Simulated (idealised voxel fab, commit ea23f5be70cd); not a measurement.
voxel capacitor over wiring: a process module
Square cells of 5 nm make up the cross-section cut, whose width is 150 nm.
Bands, listed from the top down, are how a cross-section gets written in this document; the cross-section itself is a grid of square cells, and a band is one or more rows of them.
The band entry comprises the height of the band's top followed by the height of its bottom, expressed in nm, and subsequently the band's materials from left to right, each stated together with its width in nm. Where a single material is marked with the word "everywhere", that material fills the band from edge to edge. The word "air" represents empty space.
Note: height 0 marks the level under which the wafer is uniformly one material as received. Lowest band unbounded below, written "0..down".
A two-number width, for instance "30 to 40", indicates that the width is equal to the first number in the top row of the band and to the second number in the bottom row, and that it changes by a constant amount per row of cells.
Any step labelled "no change" changed none of the cells in the cross-section.
Closed empty spaces (no open way to the top) of 8 cells or more are what "Closed void roster" lists, each as width x height at distance from the left edge, nm for all three.
Text after the settings on a step's line: the simulator's own remark on that step.
When a step includes a mask, the "overlay nm" setting on its line states how far to the right of its planned place that mask lay, and negative values state how far to the left.
Below you will find pairs of cross-sections. In each, one shows the wafer before one process step and the other after it, with the after view ending at the lowest band that changed. Under each pair is the step separating them, along with its settings. Do not assume the pairs form a chain: they can come from different runs of this module on the same starting wafer, and a pair continues from the pair above it only when its "Status before step" entry says so.

[Status before step]
  100..85 = 35 of SiO2 / 15 of air / 100 of SiO2
  85..80 = 25 of SiO2 / 15 of TiN / 40 of SiO2 / 15 of TiN / 55 of SiO2
  80..75 = 25 of SiO2 / 15 of Al2O3 / 40 of SiO2 / 15 of Al2O3 / 55 of SiO2
  75..65 = 20 of SiO2 / 20 of TiN / 40 of SiO2 / 20 of TiN / 50 of SiO2
  65..60 = 25 of Ru / 15 of lowk / 40 of SiO2 / 70 of Ru
  60..55 = 25 of Ru / 15 of lowk / 40 of TiN / 70 of Ru
  55..50 = 25 of Ru / 15 of lowk / 40 of Al2O3 / 70 of Ru
  50..45 = 25 of Ru / 15 of lowk / 40 of TiN / 70 of Ru
  45..40 = 25 of Ru / 15 of SiCN / 40 of TiN / 70 of Ru
  40..20 = 15 of lowk / 5 of TiN / 15 of W / 5 of TiN / 65 of lowk / 5 of TiN / 15 of W / 5 of TiN / 20 of lowk
  20..15 = 15 of SiN / 25 of TiN / 65 of SiN / 25 of TiN / 20 of SiN
  15..0 = SiO2 everywhere
  0..down = Si everywhere
  Closed void roster: none

[Resultant Cross-Section]
  105..100 = 40 of TiN / 5 of air / 105 of TiN
  100..90 = 35 of SiO2 / 5 of TiN / 5 of air / 5 of TiN / 100 of SiO2
  90..85 = 35 of SiO2 / 15 of TiN / 100 of SiO2
  Beneath the level 85, the cross-section is identical to its previous state.
  Closed void roster: none
Going from the before section above to the after section, the step was op CONFORMAL_DEP | material TiN | thk nm 5

Status before step: The prior state of this step coincides with the post-step cross-section of the pair just above.

[Resultant Cross-Section]
  115..105 = Cu everywhere
  105..100 = 40 of TiN / 5 of Cu / 105 of TiN
  100..90 = 35 of SiO2 / 5 of TiN / 5 of Cu / 5 of TiN / 100 of SiO2
  Beneath the level 90, the cross-section is identical to its previous state.
  Closed void roster: none
Going from the before section above to the after section, the step was op FILL_DEP | material Cu | thk nm 10

Status before step: The prior state of this step coincides with the post-step cross-section of the pair just above.

[Resultant Cross-Section]
  100..90 = 35 of SiO2 / 5 of TiN / 5 of Cu / 5 of TiN / 100 of SiO2
  Beneath the level 90, the cross-section is identical to its previous state.
  Closed void roster: none
Going from the before section above to the after section, the step was op CMP | height nm 100

Status before step: The prior state of this step coincides with the post-step cross-section of the pair just above.

[Resultant Cross-Section]
  105..100 = SiCN everywhere
  Beneath the level 100, the cross-section is identical to its previous state.
  Closed void roster: none
Going from the before section above to the after section, the step was op CONFORMAL_DEP | material SiCN | thk nm 5
